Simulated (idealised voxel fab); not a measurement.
process module | voxel wiring stack
For reference, the cross-section in this document is cut, with width 260 nm and square cells of 5 nm.
A cross-section is a grid of square cells, given in bands from the top down. A band is one or more rows of cells.
Top height, bottom height, nm. Materials left to right, width each, nm. Single material + "throughout" = fills band edge to edge. "blank" = empty.
For the purposes of this specification, 0 denotes the height below which the wafer in its as-received condition is composed wholly of one material, and the lowermost band, lacking a lower limit, extends downward without end, as expressed in "0 and below".
Think of "30..40" as a width that walks from the first number to the second as you go down the band, top row to bottom row, taking equal-sized steps from row to row.
"no alteration" for a step: no cell of the cross-section changed in that step.
Empty spaces counting at least 8 cells and having no open way to the top are listed in "Enclosed void inventory". The notation width x height at distance is used for each, the distance being from the left edge and all three values in nm.
What comes after the settings on a step's line is commentary from the simulator itself on that step.
Steps that use a mask can have "overlay nm" on their line. It says how far the mask sat to the right of where it was meant to be. Negative means to the left.
Every pair from here on: before one process step, after it. The after cross-section reaches only to the lowest band that changed. Below the pair: the step in between and its settings. Pairs can belong to different runs of this module on the same starting wafer; a pair carries on from the pair above only if the entry headed "Pre-step view" says so.
PRE-STEP VIEW
- 130 down to 115  40 of SiO2, then 15 of Ru, then 35 of SiO2, then 15 of Ru, then 35 of SiO2, then 15 of Ru, then 35 of SiO2, then 15 of Ru, then 55 of SiO2
- 115 down to 110  40 of SiCN, then 15 of Ru, then 35 of SiCN, then 15 of Ru, then 35 of SiCN, then 15 of Ru, then 35 of SiCN, then 15 of Ru, then 55 of SiCN
- 110 down to 100  40 of lowk, then 5 of TiN, then 20 of Cu, then 5 of TiN, then 20 of lowk, then 5 of TiN, then 20 of Cu, then 5 of TiN, then 20 of lowk, then 5 of TiN, then 20 of Cu, then 5 of TiN, then 20 of lowk, then 5 of TiN, then 20 of Cu, then 5 of TiN, then 40 of lowk
- 100 down to 95  40 of lowk, then 5 of TiN, then 5 of Cu, then 20 of TiN, then 20 of lowk, then 5 of TiN, then 5 of Cu, then 20 of TiN, then 20 of lowk, then 5 of TiN, then 5 of Cu, then 20 of TiN, then 20 of lowk, then 5 of TiN, then 5 of Cu, then 20 of TiN, then 40 of lowk
- 95 down to 85  40 of lowk, then 5 of TiN, then 5 of Cu, then 5 of TiN, then 35 of lowk, then 5 of TiN, then 5 of Cu, then 5 of TiN, then 35 of lowk, then 5 of TiN, then 5 of Cu, then 5 of TiN, then 35 of lowk, then 5 of TiN, then 5 of Cu, then 5 of TiN, then 55 of lowk
- 85 down to 80  40 of SiCN, then 15 of TiN, then 35 of SiCN, then 15 of TiN, then 35 of SiCN, then 15 of TiN, then 35 of SiCN, then 15 of TiN, then 55 of SiCN
- 80 down to 55  40 of SiO2, then 30 of Ru, then 20 of SiO2, then 30 of Ru, then 20 of SiO2, then 30 of Ru, then 20 of SiO2, then 30 of Ru, then 40 of SiO2
- 55 down to 50  40 of SiO2, then 30 of TiN, then 20 of SiO2, then 30 of TiN, then 20 of SiO2, then 30 of TiN, then 20 of SiO2, then 30 of TiN, then 40 of SiO2
- 50 down to 40  40 of SiO2, then 15 of Ru, then 35 of SiO2, then 15 of Ru, then 35 of SiO2, then 15 of Ru, then 35 of SiO2, then 15 of Ru, then 55 of SiO2
- 40 down to 35  40 of SiCN, then 15 of Ru, then 35 of SiCN, then 15 of Ru, then 35 of SiCN, then 15 of Ru, then 35 of SiCN, then 15 of Ru, then 55 of SiCN
- 35 down to 15  40 of SiO2, then 30 of Ru, then 20 of SiO2, then 30 of Ru, then 20 of SiO2, then 30 of Ru, then 20 of SiO2, then 30 of Ru, then 40 of SiO2
- 15 down to 10  40 of SiO2, then 30 of TiN, then 20 of SiO2, then 30 of TiN, then 20 of SiO2, then 30 of TiN, then 20 of SiO2, then 30 of TiN, then 40 of SiO2
- 10 down to 0  SiO2 throughout
- 0 and below  Si throughout
- Enclosed void inventory: none
RESULTING STRUCTURE
- 140 down to 130  30 of blank, then 35 of Ru, then 15 of blank, then 35 of Ru, then 15 of blank, then 35 of Ru, then 15 of blank, then 35 of Ru, then 45 of blank
- Heights below 130 show no change.
- Enclosed void inventory: none
Step, pre vs post cross-sections above: EPI: material Ru, thk nm 10
Pre-step view: = after-state of the pair above.
RESULTING STRUCTURE
- 145 down to 140  30 of blank, then 35 of TiN, then 15 of blank, then 35 of TiN, then 15 of blank, then 35 of TiN, then 15 of blank, then 35 of TiN, then 45 of blank
- 140 down to 135  30 of blank, then 35 of Ru, then 15 of blank, then 35 of Ru, then 15 of blank, then 35 of Ru, then 15 of blank, then 35 of Ru, then 45 of blank
- 135 down to 130  30 of TiN, then 35 of Ru, then 15 of TiN, then 35 of Ru, then 15 of TiN, then 35 of Ru, then 15 of TiN, then 35 of Ru, then 45 of TiN
- Heights below 130 show no change.
- Enclosed void inventory: none
Step, pre vs post cross-sections above: DIRECTIONAL_DEP: material TiN, thk nm 5
Pre-step view: = after-state of the pair above.
RESULTING STRUCTURE
- 165 down to 155  30 of blank, then 35 of Ru, then 15 of blank, then 35 of Ru, then 15 of blank, then 35 of Ru, then 15 of blank, then 35 of Ru, then 45 of blank
- 155 down to 145  Ru throughout
- 145 down to 140  30 of Ru, then 35 of TiN, then 15 of Ru, then 35 of TiN, then 15 of Ru, then 35 of TiN, then 15 of Ru, then 35 of TiN, then 45 of Ru
- 140 down to 135  Ru throughout
- Heights below 135 show no change.
- Enclosed void inventory: none
Step, pre vs post cross-sections above: DIRECTIONAL_DEP: material Ru, thk nm 20
Pre-step view: = after-state of the pair above.
RESULTING STRUCTURE
- 165 down to 155  40 of blank, then 25 of Ru, then 25 of blank, then 25 of Ru, then 25 of blank, then 25 of Ru, then 25 of blank, then 25 of Ru, then 45 of blank
- 155 down to 145  40 of blank, then 30 of Ru, then 20 of blank, then 30 of Ru, then 20 of blank, then 30 of Ru, then 20 of blank, then 30 of Ru, then 40 of blank
- 145 down to 140  30 of blank, then 35 of TiN, then 5 of Ru, then 10 of blank, then 35 of TiN, then 5 of Ru, then 10 of blank, then 35 of TiN, then 5 of Ru, then 10 of blank, then 35 of TiN, then 5 of Ru, then 40 of blank
- 140 down to 135  30 of blank, then 40 of Ru, then 10 of blank, then 40 of Ru, then 10 of blank, then 40 of Ru, then 10 of blank, then 40 of Ru, then 40 of blank
- Heights below 135 show no change.
- Enclosed void inventory: none
Step, pre vs post cross-sections above: MASKED_ETCH: tone cover, mask id METAL_4, width nm 30, pitch nm 50, etch materials Ru, depth nm 20, overlay nm 0
Pre-step view: = after-state of the pair above.
RESULTING STRUCTURE
- 165 down to 155  40 of blank, then 25 of Ru, then 25 of blank, then 25 of Ru, then 25 of blank, then 25 of Ru, then 25 of blank, then 25 of Ru, then 45 of blank
- 155 down to 145  40 of blank, then 30 of Ru, then 20 of blank, then 30 of Ru, then 20 of blank, then 30 of Ru, then 20 of blank, then 30 of Ru, then 40 of blank
- 145 down to 140  40 of blank, then 25 of TiN, then 5 of Ru, then 20 of blank, then 25 of TiN, then 5 of Ru, then 20 of blank, then 25 of TiN, then 5 of Ru, then 20 of blank, then 25 of TiN, then 5 of Ru, then 40 of blank
- 140 down to 135  30 of blank, then 40 of Ru, then 10 of blank, then 40 of Ru, then 10 of blank, then 40 of Ru, then 10 of blank, then 40 of Ru, then 40 of blank
- 135 down to 130  30 of blank, then 35 of Ru, then 5 of TiN, then 10 of blank, then 35 of Ru, then 5 of TiN, then 10 of blank, then 35 of Ru, then 5 of TiN, then 10 of blank, then 35 of Ru, then 5 of TiN, then 40 of blank
- Heights below 130 show no change.
- Enclosed void inventory: none
Step, pre vs post cross-sections above: MASKED_ETCH: tone cover, mask id METAL_4, width nm 30, pitch nm 50, etch materials TiN, depth nm 5, overlay nm 0
Pre-step view: = after-state of the pair above.
RESULTING STRUCTURE
- 170 down to 165  SiO2 throughout
- 165 down to 155  40 of SiO2, then 25 of Ru, then 25 of SiO2, then 25 of Ru, then 25 of SiO2, then 25 of Ru, then 25 of SiO2, then 25 of Ru, then 45 of SiO2
- 155 down to 145  40 of SiO2, then 30 of Ru, then 20 of SiO2, then 30 of Ru, then 20 of SiO2, then 30 of Ru, then 20 of SiO2, then 30 of Ru, then 40 of SiO2
- 145 down to 140  40 of SiO2, then 25 of TiN, then 5 of Ru, then 20 of SiO2, then 25 of TiN, then 5 of Ru, then 20 of SiO2, then 25 of TiN, then 5 of Ru, then 20 of SiO2, then 25 of TiN, then 5 of Ru, then 40 of SiO2
- 140 down to 135  30 of SiO2, then 40 of Ru, then 10 of SiO2, then 40 of Ru, then 10 of SiO2, then 40 of Ru, then 10 of SiO2, then 40 of Ru, then 40 of SiO2
- 135 down to 130  30 of SiO2, then 35 of Ru, then 5 of TiN, then 10 of SiO2, then 35 of Ru, then 5 of TiN, then 10 of SiO2, then 35 of Ru, then 5 of TiN, then 10 of SiO2, then 35 of Ru, then 5 of TiN, then 40 of SiO2
- Heights below 130 show no change.
- Enclosed void inventory: none
Step, pre vs post cross-sections above: FILL_DEP: material SiO2, thk nm 5
Pre-step view: = after-state of the pair above.
RESULTING STRUCTURE
- 155 down to 145  40 of SiO2, then 30 of Ru, then 20 of SiO2, then 30 of Ru, then 20 of SiO2, then 30 of Ru, then 20 of SiO2, then 30 of Ru, then 40 of SiO2
- Heights below 145 show no change.
- Enclosed void inventory: none
Step, pre vs post cross-sections above: CMP: height nm 155
Pre-step view: = after-state of the pair above.
RESULTING STRUCTURE
- 160 down to 155  SiCN throughout
- Heights below 155 show no change.
- Enclosed void inventory: none
Step, pre vs post cross-sections above: CONFORMAL_DEP: material SiCN, thk nm 5
PRE-STEP VIEW
- 50 down to 40  40 of SiO2, then 15 of Ru, then 35 of SiO2, then 15 of Ru, then 35 of SiO2, then 15 of Ru, then 35 of SiO2, then 15 of Ru, then 55 of SiO2
- 40 down to 35  40 of SiCN, then 15 of Ru, then 35 of SiCN, then 15 of Ru, then 35 of SiCN, then 15 of Ru, then 35 of SiCN, then 15 of Ru, then 55 of SiCN
- 35 down to 15  40 of SiO2, then 30 of Ru, then 20 of SiO2, then 30 of Ru, then 20 of SiO2, then 30 of Ru, then 20 of SiO2, then 30 of Ru, then 40 of SiO2
- 15 down to 10  40 of SiO2, then 30 of TiN, then 20 of SiO2, then 30 of TiN, then 20 of SiO2, then 30 of TiN, then 20 of SiO2, then 30 of TiN, then 40 of SiO2
- 10 down to 0  SiO2 throughout
- 0 and below  Si throughout
- Enclosed void inventory: none
RESULTING STRUCTURE
- 75 down to 50  Ru throughout
- Heights below 50 show no change.
- Enclosed void inventory: none
Step, pre vs post cross-sections above: DIRECTIONAL_DEP: material Ru, thk nm 25
Pre-step view: = after-state of the pair above.
RESULTING STRUCTURE
- 80 down to 75  TiN throughout
- Heights below 75 show no change.
- Enclosed void inventory: none
Step, pre vs post cross-sections above: DIRECTIONAL_DEP: material TiN, thk nm 5
Pre-step view: = after-state of the pair above.
RESULTING STRUCTURE
- 90 down to 80  aC throughout
- Heights below 80 show no change.
- Enclosed void inventory: none
Step, pre vs post cross-sections above: DIRECTIONAL_DEP: material aC, thk nm 10
Pre-step view: = after-state of the pair above.
RESULTING STRUCTURE
- 120 down to 90  40 of blank, then 30 of resist, then 20 of blank, then 30 of resist, then 20 of blank, then 30 of resist, then 20 of blank, then 30 of resist, then 40 of blank
- Heights below 90 show no change.
- Enclosed void inventory: none
Step, pre vs post cross-sections above: PATTERN: tone cover, mask id METAL_2, material resist, width nm 30, pitch nm 50, thk nm 30, overlay nm 0
Pre-step view: = after-state of the pair above.
RESULTING STRUCTURE
- 110 down to 90  40 of blank, then 30 of resist, then 20 of blank, then 30 of resist, then 20 of blank, then 30 of resist, then 20 of blank, then 30 of resist, then 40 of blank
- 90 down to 80  40 of blank, then 30 of aC, then 20 of blank, then 30 of aC, then 20 of blank, then 30 of aC, then 20 of blank, then 30 of aC, then 40 of blank
- Heights below 80 show no change.
- Enclosed void inventory: none
Step, pre vs post cross-sections above: DIRECTIONAL_ETCH: etch materials aC, depth nm 10
Pre-step view: = after-state of the pair above.
RESULTING STRUCTURE
- 90 down to 80  40 of blank, then 30 of aC, then 20 of blank, then 30 of aC, then 20 of blank, then 30 of aC, then 20 of blank, then 30 of aC, then 40 of blank
- Heights below 80 show no change.
- Enclosed void inventory: none
Step, pre vs post cross-sections above: STRIP: etch materials resist
Pre-step view: = after-state of the pair above.
RESULTING STRUCTURE
- 90 down to 80  40 of blank, then 30 of aC, then 20 of blank, then 30 of aC, then 20 of blank, then 30 of aC, then 20 of blank, then 30 of aC, then 40 of blank
- 80 down to 75  40 of blank, then 30 of TiN, then 20 of blank, then 30 of TiN, then 20 of blank, then 30 of TiN, then 20 of blank, then 30 of TiN, then 40 of blank
- Heights below 75 show no change.
- Enclosed void inventory: none
Step, pre vs post cross-sections above: DIRECTIONAL_ETCH: etch materials TiN, depth nm 5
Pre-step view: = after-state of the pair above.
RESULTING STRUCTURE
- 80 down to 75  40 of blank, then 30 of TiN, then 20 of blank, then 30 of TiN, then 20 of blank, then 30 of TiN, then 20 of blank, then 30 of TiN, then 40 of blank
- Heights below 75 show no change.
- Enclosed void inventory: none
Step, pre vs post cross-sections above: STRIP: etch materials aC
Pre-step view: = after-state of the pair above.
RESULTING STRUCTURE
- 90 down to 80  SiO2 throughout
- 80 down to 75  40 of SiO2, then 30 of TiN, then 20 of SiO2, then 30 of TiN, then 20 of SiO2, then 30 of TiN, then 20 of SiO2, then 30 of TiN, then 40 of SiO2
- Heights below 75 show no change.
- Enclosed void inventory: none
Step, pre vs post cross-sections above: FILL_DEP: material SiO2, thk nm 10
Pre-step view: = after-state of the pair above.
RESULTING STRUCTURE
- 80 down to 75  40 of SiO2, then 30 of TiN, then 20 of SiO2, then 30 of TiN, then 20 of SiO2, then 30 of TiN, then 20 of SiO2, then 30 of TiN, then 40 of SiO2
- Heights below 75 show no change.
- Enclosed void inventory: none
Step, pre vs post cross-sections above: CMP: height nm 80
Pre-step view: = after-state of the pair above.
RESULTING STRUCTURE
- 85 down to 80  SiCN throughout
- Heights below 80 show no change.
- Enclosed void inventory: none
Step, pre vs post cross-sections above: CONFORMAL_DEP: material SiCN, thk nm 5
Pre-step view: = after-state of the pair above.
RESULTING STRUCTURE
- 110 down to 85  lowk throughout
- Heights below 85 show no change.
- Enclosed void inventory: none
Step, pre vs post cross-sections above: DIRECTIONAL_DEP: material lowk, thk nm 25
Pre-step view: = after-state of the pair above.
RESULTING STRUCTURE
- 125 down to 110  aC throughout
- Heights below 110 show no change.
- Enclosed void inventory: none
Step, pre vs post cross-sections above: DIRECTIONAL_DEP: material aC, thk nm 15
Pre-step view: = after-state of the pair above.
RESULTING STRUCTURE
- 160 down to 125  40 of resist, then 15 of blank, then 35 of resist, then 15 of blank, then 35 of resist, then 15 of blank, then 35 of resist, then 15 of blank, then 55 of resist
- Heights below 125 show no change.
- Enclosed void inventory: none
Step, pre vs post cross-sections above: PATTERN: tone open, mask id METAL_3_HOLES, material resist, width nm 15, pitch nm 50, thk nm 35, overlay nm 0
Pre-step view: = after-state of the pair above.
RESULTING STRUCTURE
- 145 down to 125  40 of resist, then 15 of blank, then 35 of resist, then 15 of blank, then 35 of resist, then 15 of blank, then 35 of resist, then 15 of blank, then 55 of resist
- 125 down to 110  40 of aC, then 15 of blank, then 35 of aC, then 15 of blank, then 35 of aC, then 15 of blank, then 35 of aC, then 15 of blank, then 55 of aC
- Heights below 110 show no change.
- Enclosed void inventory: none
Step, pre vs post cross-sections above: DIRECTIONAL_ETCH: etch materials aC, depth nm 15
Pre-step view: = after-state of the pair above.
RESULTING STRUCTURE
- 125 down to 110  40 of aC, then 15 of blank, then 35 of aC, then 15 of blank, then 35 of aC, then 15 of blank, then 35 of aC, then 15 of blank, then 55 of aC
- Heights below 110 show no change.
- Enclosed void inventory: none
Step, pre vs post cross-sections above: STRIP: etch materials resist
Pre-step view: = after-state of the pair above.
RESULTING STRUCTURE
- 125 down to 110  40 of aC, then 15 of blank, then 35 of aC, then 15 of blank, then 35 of aC, then 15 of blank, then 35 of aC, then 15 of blank, then 55 of aC
- 110 down to 85  40 of lowk, then 15 of blank, then 35 of lowk, then 15 of blank, then 35 of lowk, then 15 of blank, then 35 of lowk, then 15 of blank, then 55 of lowk
- Heights below 85 show no change.
- Enclosed void inventory: none
Step, pre vs post cross-sections above: DIRECTIONAL_ETCH: etch materials lowk, depth nm 25
Pre-step view: = after-state of the pair above.
RESULTING STRUCTURE
- 110 down to 85  40 of lowk, then 15 of blank, then 35 of lowk, then 15 of blank, then 35 of lowk, then 15 of blank, then 35 of lowk, then 15 of blank, then 55 of lowk
- Heights below 85 show no change.
- Enclosed void inventory: none
Step, pre vs post cross-sections above: STRIP: etch materials aC
Pre-step view: = after-state of the pair above.
RESULTING STRUCTURE
- 120 down to 110  40 of aC, then 15 of blank, then 35 of aC, then 15 of blank, then 35 of aC, then 15 of blank, then 35 of aC, then 15 of blank, then 55 of aC
- 110 down to 95  40 of lowk, then 15 of blank, then 35 of lowk, then 15 of blank, then 35 of lowk, then 15 of blank, then 35 of lowk, then 15 of blank, then 55 of lowk
- 95 down to 85  40 of lowk, then 15 of aC, then 35 of lowk, then 15 of aC, then 35 of lowk, then 15 of aC, then 35 of lowk, then 15 of aC, then 55 of lowk
- Heights below 85 show no change.
- Enclosed void inventory: none
Step, pre vs post cross-sections above: DIRECTIONAL_DEP: material aC, thk nm 10
Pre-step view: = after-state of the pair above.
RESULTING STRUCTURE
- 145 down to 120  40 of resist, then 30 of blank, then 20 of resist, then 30 of blank, then 20 of resist, then 30 of blank, then 20 of resist, then 30 of blank, then 40 of resist
- Heights below 120 show no change.
- Enclosed void inventory: none
Step, pre vs post cross-sections above: PATTERN: tone open, mask id METAL_3, material resist, width nm 30, pitch nm 50, thk nm 25, overlay nm 0
Pre-step view: = after-state of the pair above.
RESULTING STRUCTURE
- 135 down to 120  40 of resist, then 30 of blank, then 20 of resist, then 30 of blank, then 20 of resist, then 30 of blank, then 20 of resist, then 30 of blank, then 40 of resist
- 120 down to 110  40 of aC, then 30 of blank, then 20 of aC, then 30 of blank, then 20 of aC, then 30 of blank, then 20 of aC, then 30 of blank, then 40 of aC
- 110 down to 85  40 of lowk, then 15 of blank, then 35 of lowk, then 15 of blank, then 35 of lowk, then 15 of blank, then 35 of lowk, then 15 of blank, then 55 of lowk
- Heights below 85 show no change.
- Enclosed void inventory: none
Step, pre vs post cross-sections above: DIRECTIONAL_ETCH: etch materials aC, depth nm 10
Pre-step view: = after-state of the pair above.
RESULTING STRUCTURE
- 120 down to 110  40 of aC, then 30 of blank, then 20 of aC, then 30 of blank, then 20 of aC, then 30 of blank, then 20 of aC, then 30 of blank, then 40 of aC
- Heights below 110 show no change.
- Enclosed void inventory: none
Step, pre vs post cross-sections above: STRIP: etch materials resist
Pre-step view: = after-state of the pair above.
RESULTING STRUCTURE
- 120 down to 110  40 of aC, then 30 of blank, then 20 of aC, then 30 of blank, then 20 of aC, then 30 of blank, then 20 of aC, then 30 of blank, then 40 of aC
- 110 down to 95  40 of lowk, then 30 of blank, then 20 of lowk, then 30 of blank, then 20 of lowk, then 30 of blank, then 20 of lowk, then 30 of blank, then 40 of lowk
- Heights below 95 show no change.
- Enclosed void inventory: none
Step, pre vs post cross-sections above: DIRECTIONAL_ETCH: etch materials lowk, depth nm 15
Pre-step view: = after-state of the pair above.
RESULTING STRUCTURE
- 120 down to 110  40 of aC, then 30 of blank, then 20 of aC, then 30 of blank, then 20 of aC, then 30 of blank, then 20 of aC, then 30 of blank, then 40 of aC
- 110 down to 95  40 of lowk, then 30 of blank, then 20 of lowk, then 30 of blank, then 20 of lowk, then 30 of blank, then 20 of lowk, then 30 of blank, then 40 of lowk
- 95 down to 85  40 of lowk, then 15 of blank, then 35 of lowk, then 15 of blank, then 35 of lowk, then 15 of blank, then 35 of lowk, then 15 of blank, then 55 of lowk
- 85 down to 80  40 of SiCN, then 15 of blank, then 35 of SiCN, then 15 of blank, then 35 of SiCN, then 15 of blank, then 35 of SiCN, then 15 of blank, then 55 of SiCN
- Heights below 80 show no change.
- Enclosed void inventory: none
Step, pre vs post cross-sections above: DIRECTIONAL_ETCH: etch materials SiCN, depth nm 5
Pre-step view: = after-state of the pair above.
RESULTING STRUCTURE
- 110 down to 95  40 of lowk, then 30 of blank, then 20 of lowk, then 30 of blank, then 20 of lowk, then 30 of blank, then 20 of lowk, then 30 of blank, then 40 of lowk
- Heights below 95 show no change.
- Enclosed void inventory: none
Step, pre vs post cross-sections above: STRIP: etch materials aC
Pre-step view: = after-state of the pair above.
RESULTING STRUCTURE
- 115 down to 110  45 of TiN, then 20 of blank, then 30 of TiN, then 20 of blank, then 30 of TiN, then 20 of blank, then 30 of TiN, then 20 of blank, then 45 of TiN
- 110 down to 100  40 of lowk, then 5 of TiN, then 20 of blank, then 5 of TiN, then 20 of lowk, then 5 of TiN, then 20 of blank, then 5 of TiN, then 20 of lowk, then 5 of TiN, then 20 of blank, then 5 of TiN, then 20 of lowk, then 5 of TiN, then 20 of blank, then 5 of TiN, then 40 of lowk
- 100 down to 95  40 of lowk, then 5 of TiN, then 5 of blank, then 20 of TiN, then 20 of lowk, then 5 of TiN, then 5 of blank, then 20 of TiN, then 20 of lowk, then 5 of TiN, then 5 of blank, then 20 of TiN, then 20 of lowk, then 5 of TiN, then 5 of blank, then 20 of TiN, then 40 of lowk
- 95 down to 85  40 of lowk, then 5 of TiN, then 5 of blank, then 5 of TiN, then 35 of lowk, then 5 of TiN, then 5 of blank, then 5 of TiN, then 35 of lowk, then 5 of TiN, then 5 of blank, then 5 of TiN, then 35 of lowk, then 5 of TiN, then 5 of blank, then 5 of TiN, then 55 of lowk
- 85 down to 80  40 of SiCN, then 15 of TiN, then 35 of SiCN, then 15 of TiN, then 35 of SiCN, then 15 of TiN, then 35 of SiCN, then 15 of TiN, then 55 of SiCN
- Heights below 80 show no change.
- Enclosed void inventory: none
Step, pre vs post cross-sections above: CONFORMAL_DEP: material TiN, thk nm 5
Pre-step view: = after-state of the pair above.
RESULTING STRUCTURE
- 120 down to 115  Cu throughout
- 115 down to 110  45 of TiN, then 20 of Cu, then 30 of TiN, then 20 of Cu, then 30 of TiN, then 20 of Cu, then 30 of TiN, then 20 of Cu, then 45 of TiN
- 110 down to 100  40 of lowk, then 5 of TiN, then 20 of Cu, then 5 of TiN, then 20 of lowk, then 5 of TiN, then 20 of Cu, then 5 of TiN, then 20 of lowk, then 5 of TiN, then 20 of Cu, then 5 of TiN, then 20 of lowk, then 5 of TiN, then 20 of Cu, then 5 of TiN, then 40 of lowk
- 100 down to 95  40 of lowk, then 5 of TiN, then 5 of Cu, then 20 of TiN, then 20 of lowk, then 5 of TiN, then 5 of Cu, then 20 of TiN, then 20 of lowk, then 5 of TiN, then 5 of Cu, then 20 of TiN, then 20 of lowk, then 5 of TiN, then 5 of Cu, then 20 of TiN, then 40 of lowk
- 95 down to 85  40 of lowk, then 5 of TiN, then 5 of Cu, then 5 of TiN, then 35 of lowk, then 5 of TiN, then 5 of Cu, then 5 of TiN, then 35 of lowk, then 5 of TiN, then 5 of Cu, then 5 of TiN, then 35 of lowk, then 5 of TiN, then 5 of Cu, then 5 of TiN, then 55 of lowk
- Heights below 85 show no change.
- Enclosed void inventory: none
Step, pre vs post cross-sections above: FILL_DEP: material Cu, thk nm 5
Pre-step view: = after-state of the pair above.
RESULTING STRUCTURE
- 110 down to 100  40 of lowk, then 5 of TiN, then 20 of Cu, then 5 of TiN, then 20 of lowk, then 5 of TiN, then 20 of Cu, then 5 of TiN, then 20 of lowk, then 5 of TiN, then 20 of Cu, then 5 of TiN, then 20 of lowk, then 5 of TiN, then 20 of Cu, then 5 of TiN, then 40 of lowk
- Heights below 100 show no change.
- Enclosed void inventory: none
Step, pre vs post cross-sections above: CMP: height nm 110
Pre-step view: = after-state of the pair above.
RESULTING STRUCTURE
- 115 down to 110  SiCN throughout
- Heights below 110 show no change.
- Enclosed void inventory: none
Step, pre vs post cross-sections above: CONFORMAL_DEP: material SiCN, thk nm 5
Pre-step view: = after-state of the pair above.
RESULTING STRUCTURE
- 130 down to 115  SiO2 throughout
- Heights below 115 show no change.
- Enclosed void inventory: none
Step, pre vs post cross-sections above: DIRECTIONAL_DEP: material SiO2, thk nm 15
Pre-step view: = after-state of the pair above.
RESULTING STRUCTURE
- 140 down to 130  aC throughout
- Heights below 130 show no change.
- Enclosed void inventory: none
Step, pre vs post cross-sections above: DIRECTIONAL_DEP: material aC, thk nm 10
Pre-step view: = after-state of the pair above.
RESULTING STRUCTURE
- 165 down to 140  40 of resist, then 15 of blank, then 35 of resist, then 15 of blank, then 35 of resist, then 15 of blank, then 35 of resist, then 15 of blank, then 55 of resist
- Heights below 140 show no change.
- Enclosed void inventory: none
Step, pre vs post cross-sections above: PATTERN: tone open, mask id PLUG_3, material resist, width nm 15, pitch nm 50, thk nm 25, overlay nm 0
Pre-step view: = after-state of the pair above.
RESULTING STRUCTURE
- 155 down to 140  40 of resist, then 15 of blank, then 35 of resist, then 15 of blank, then 35 of resist, then 15 of blank, then 35 of resist, then 15 of blank, then 55 of resist
- 140 down to 130  40 of aC, then 15 of blank, then 35 of aC, then 15 of blank, then 35 of aC, then 15 of blank, then 35 of aC, then 15 of blank, then 55 of aC
- Heights below 130 show no change.
- Enclosed void inventory: none
Step, pre vs post cross-sections above: DIRECTIONAL_ETCH: etch materials aC, depth nm 10
Pre-step view: = after-state of the pair above.
RESULTING STRUCTURE
- 140 down to 130  40 of aC, then 15 of blank, then 35 of aC, then 15 of blank, then 35 of aC, then 15 of blank, then 35 of aC, then 15 of blank, then 55 of aC
- Heights below 130 show no change.
- Enclosed void inventory: none
Step, pre vs post cross-sections above: STRIP: etch materials resist
Pre-step view: = after-state of the pair above.
RESULTING STRUCTURE
- 140 down to 130  40 of aC, then 15 of blank, then 35 of aC, then 15 of blank, then 35 of aC, then 15 of blank, then 35 of aC, then 15 of blank, then 55 of aC
- 130 down to 115  40 of SiO2, then 15 of blank, then 35 of SiO2, then 15 of blank, then 35 of SiO2, then 15 of blank, then 35 of SiO2, then 15 of blank, then 55 of SiO2
- Heights below 115 show no change.
- Enclosed void inventory: none
Step, pre vs post cross-sections above: DIRECTIONAL_ETCH: etch materials SiO2, depth nm 15
Pre-step view: = after-state of the pair above.
RESULTING STRUCTURE
- 140 down to 130  40 of aC, then 15 of blank, then 35 of aC, then 15 of blank, then 35 of aC, then 15 of blank, then 35 of aC, then 15 of blank, then 55 of aC
- 130 down to 115  40 of SiO2, then 15 of blank, then 35 of SiO2, then 15 of blank, then 35 of SiO2, then 15 of blank, then 35 of SiO2, then 15 of blank, then 55 of SiO2
- 115 down to 110  40 of SiCN, then 15 of blank, then 35 of SiCN, then 15 of blank, then 35 of SiCN, then 15 of blank, then 35 of SiCN, then 15 of blank, then 55 of SiCN
- Heights below 110 show no change.
- Enclosed void inventory: none
Step, pre vs post cross-sections above: DIRECTIONAL_ETCH: etch materials SiCN, depth nm 5
Pre-step view: = after-state of the pair above.
RESULTING STRUCTURE
- 130 down to 115  40 of SiO2, then 15 of blank, then 35 of SiO2, then 15 of blank, then 35 of SiO2, then 15 of blank, then 35 of SiO2, then 15 of blank, then 55 of SiO2
- Heights below 115 show no change.
- Enclosed void inventory: none
Step, pre vs post cross-sections above: STRIP: etch materials aC
Pre-step view: = after-state of the pair above.
RESULTING STRUCTURE
- 130 down to 120  40 of SiO2, then 15 of blank, then 35 of SiO2, then 15 of blank, then 35 of SiO2, then 15 of blank, then 35 of SiO2, then 15 of blank, then 55 of SiO2
- 120 down to 115  40 of SiO2, then 15 of Ru, then 35 of SiO2, then 15 of Ru, then 35 of SiO2, then 15 of Ru, then 35 of SiO2, then 15 of Ru, then 55 of SiO2
- 115 down to 110  40 of SiCN, then 15 of Ru, then 35 of SiCN, then 15 of Ru, then 35 of SiCN, then 15 of Ru, then 35 of SiCN, then 15 of Ru, then 55 of SiCN
- Heights below 110 show no change.
- Enclosed void inventory: none
Step, pre vs post cross-sections above: EPI: material Ru, thk nm 10
Pre-step view: = after-state of the pair above.
RESULTING STRUCTURE
- 130 down to 115  40 of SiO2, then 15 of Ru, then 35 of SiO2, then 15 of Ru, then 35 of SiO2, then 15 of Ru, then 35 of SiO2, then 15 of Ru, then 55 of SiO2
- Heights below 115 show no change.
- Enclosed void inventory: none
Step, pre vs post cross-sections above: EPI: material Ru, thk nm 10
Pre-step view: = after-state of the pair above.
RESULTING STRUCTURE
- 135 down to 130  TiN throughout
- Heights below 130 show no change.
- Enclosed void inventory: none
Step, pre vs post cross-sections above: DIRECTIONAL_DEP: material TiN, thk nm 5
Pre-step view: = after-state of the pair above.
RESULTING STRUCTURE
- 155 down to 135  Ru throughout
- Heights below 135 show no change.
- Enclosed void inventory: none
Step, pre vs post cross-sections above: DIRECTIONAL_DEP: material Ru, thk nm 20
Pre-step view: = after-state of the pair above.
RESULTING STRUCTURE
- 155 down to 135  40 of blank, then 30 of Ru, then 20 of blank, then 30 of Ru, then 20 of blank, then 30 of Ru, then 20 of blank, then 30 of Ru, then 40 of blank
- Heights below 135 show no change.
- Enclosed void inventory: none
Step, pre vs post cross-sections above: MASKED_ETCH: tone cover, mask id METAL_4, width nm 30, pitch nm 50, etch materials Ru, depth nm 20, overlay nm 0
Pre-step view: = after-state of the pair above.
RESULTING STRUCTURE
- 155 down to 135  40 of blank, then 30 of Ru, then 20 of blank, then 30 of Ru, then 20 of blank, then 30 of Ru, then 20 of blank, then 30 of Ru, then 40 of blank
- 135 down to 130  40 of blank, then 30 of TiN, then 20 of blank, then 30 of TiN, then 20 of blank, then 30 of TiN, then 20 of blank, then 30 of TiN, then 40 of blank
- Heights below 130 show no change.
- Enclosed void inventory: none
Step, pre vs post cross-sections above: MASKED_ETCH: tone cover, mask id METAL_4, width nm 30, pitch nm 50, etch materials TiN, depth nm 5, overlay nm 0
